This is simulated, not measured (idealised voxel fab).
Herein follows the process module entitled voxel ribs on slabs.
The width of the displayed cross-section, cut, is 140 nm; its cells are square, with a size of 5 nm.
Reading order for cross-sections: top band down to bottom band. Underlying form: a grid of square cells. Band size: one or more rows of cells. Within each band entry, the heights of the top and of the bottom of the band appear first, in that order and in nm; the materials of the band then follow from left to right, each with its corresponding width in nm. The designation "edge to edge" on a single material indicates that it fills the band from edge to edge; the designation "empty" indicates empty space. It should be noted that heights are counted from 0, beneath which the wafer as supplied is of one material throughout, and that the lowest band possesses no lower boundary but continues downward, as written in "from 0 down". With a width like "30..40", each row of cells in the band differs from the next by the same amount, the top row carrying the first number and the bottom row the second. A step reported as "no modification" is a step in which no cell of the cross-section changed. In the "Closed void register" entry, you get each enclosed empty space of 8 cells or more, one with no open way to the top, written width x height at distance, distance from the left edge, in nm. after a step's settings: what the simulator itself notes on the step. The optional step-line setting "overlay nm" applies to steps with a mask and quantifies how far to the right of its planned location the mask lay, a negative value indicating leftward placement.
The steps planned for the process are as follows
1 RECEIVE,material Si
2 DIRECTIONAL_DEP,material SiO2,thk nm 30
3 DIRECTIONAL_DEP,material polySi,thk nm 15
4 DIRECTIONAL_DEP,material aC,thk nm 10
5 PATTERN,tone cover,mask id RIB,material resist,width nm 20,thk nm 30,overlay nm 0
6 DIRECTIONAL_ETCH,etch materials aC,depth nm 10
7 STRIP,etch materials resist
8 DIRECTIONAL_ETCH,etch materials polySi,depth nm 5
9 STRIP,etch materials aC
10 MASKED_ETCH,tone cover,mask id SLAB,width nm 60,etch materials polySi,depth nm 10,overlay nm 0
11 FILL_DEP,material SiO2,thk nm 25
12 CMP,height nm 65
13 DIRECTIONAL_DEP,material TiN,thk nm 5
14 DIRECTIONAL_DEP,material aC,thk nm 15
15 PATTERN,tone cover,mask id HEATER,material resist,width nm 30,thk nm 30,overlay nm 0
16 DIRECTIONAL_ETCH,etch materials aC,depth nm 15
17 STRIP,etch materials resist
18 DIRECTIONAL_ETCH,etch materials TiN,depth nm 5
19 STRIP,etch materials aC
20 CONFORMAL_DEP,material SiO2,thk nm 5
Cross-section of the wafer as it came to us, i.e., already through step 1
  from 0 down | Si edge to edge
  Closed void register: none
Module complete - cross-section of the first of two wafers, run according to plan
  from 75 to 70 | empty 50 nm, then SiO2 40 nm, then empty 50 nm
  from 70 to 65 | SiO2 55 nm, then TiN 30 nm, then SiO2 55 nm
  from 65 to 45 | SiO2 edge to edge
  from 45 to 40 | SiO2 60 nm, then polySi 20 nm, then SiO2 60 nm
  from 40 to 30 | SiO2 40 nm, then polySi 60 nm, then SiO2 40 nm
  from 30 to 0 | SiO2 edge to edge
  from 0 down | Si edge to edge
  Closed void register: none
Cross-sectional image of the second wafer of the two following completion of the module. Starting state and process plan were the same as for the first wafer; one execution error occurred
  from 75 to 70 | empty 50 nm, then SiO2 40 nm, then empty 50 nm
  from 70 to 65 | SiO2 55 nm, then TiN 30 nm, then SiO2 55 nm
  from 65 to 15 | SiO2 edge to edge
  from 15 to 0 | polySi edge to edge
  from 0 down | Si edge to edge
  Closed void register: none
The mistake made against the process plan was this: mixed up steps 2 and 3 - ran each in the other's place
Wafer comparison, final, in cells, second relative to first, materials more or fewer: -56 SiO2; +56 polySi
